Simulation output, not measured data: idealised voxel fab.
process module | voxel double patterning
cross-section cut | 260 nm wide | cells 5 nm
A cross-section is a grid of square cells, given in bands from the top down. A band is one or more rows of cells.
Each band's line starts with the height of the band's top and of its bottom, in nm. Then come its materials from left to right, each with its width in nm. One material with "throughout" fills the band from edge to edge. "air" is empty space.
Height 0 is the level under which the wafer as received is all one material. The lowest band goes on downwards, as in "0 down".
A width such as "30 to 40" changes by the same amount from each row of cells to the next, from the band's top row to its bottom row.
"no change" after a step means that no cell of the cross-section changed.
closed voids: empty space of 8 cells or more with no open way to the top, each as width x height at its distance from the left edge, in nm
after a step's settings: what the simulator itself notes on the step
overlay nm, on a step with a mask: how far to the right of its planned place the mask lay; to the left if negative
plan
1 op RECEIVE | material Si
2 op CONFORMAL_DEP | material SiO2 | thk nm 5
3 op DIRECTIONAL_DEP | material TiN | thk nm 15
4 op DIRECTIONAL_DEP | material SiCN | thk nm 10
5 op MASKED_ETCH | tone open | mask id FIRST | width nm 15 | pitch nm 50 | etch materials SiCN | depth nm 5 | overlay nm 0
6 op MASKED_ETCH | tone open | mask id SECOND | width nm 15 | pitch nm 50 | etch materials SiCN | depth nm 10 | overlay nm 0
7 op DIRECTIONAL_ETCH | etch materials TiN | depth nm 15
8 op STRIP | etch materials SiCN
varied across the wafers: depth nm of step 5. The plan shows the first wafer's value. All wafers start alike
first wafer as received, after step 1
  0 down: Si throughout
  closed voids: none
first wafer at the end, after step 8
  20 to 5: TiN 95 | air 15 | TiN 35 | air 15 | TiN 100
  5 to 0: SiO2 throughout
  0 down: Si throughout
  closed voids: none
last wafer at the end
  20 to 5: TiN 70 | air 15 | TiN 10 | air 15 | TiN 10 | air 15 | TiN 10 | air 15 | TiN 10 | air 15 | TiN 75
  5 to 0: SiO2 throughout
  0 down: Si throughout
  closed voids: none
each wafer at the end: cells of each material gained (+) or lost (-) since it was received, then its closed voids
depth nm 5 | +52 SiO2 | +138 TiN | closed voids: none
depth nm 10 | +52 SiO2 | +111 TiN | closed voids: none
depth nm 15 | +52 SiO2 | +111 TiN | closed voids: none
depth nm 20 | +52 SiO2 | +111 TiN | closed voids: none
depth nm 25 | +52 SiO2 | +111 TiN | closed voids: none
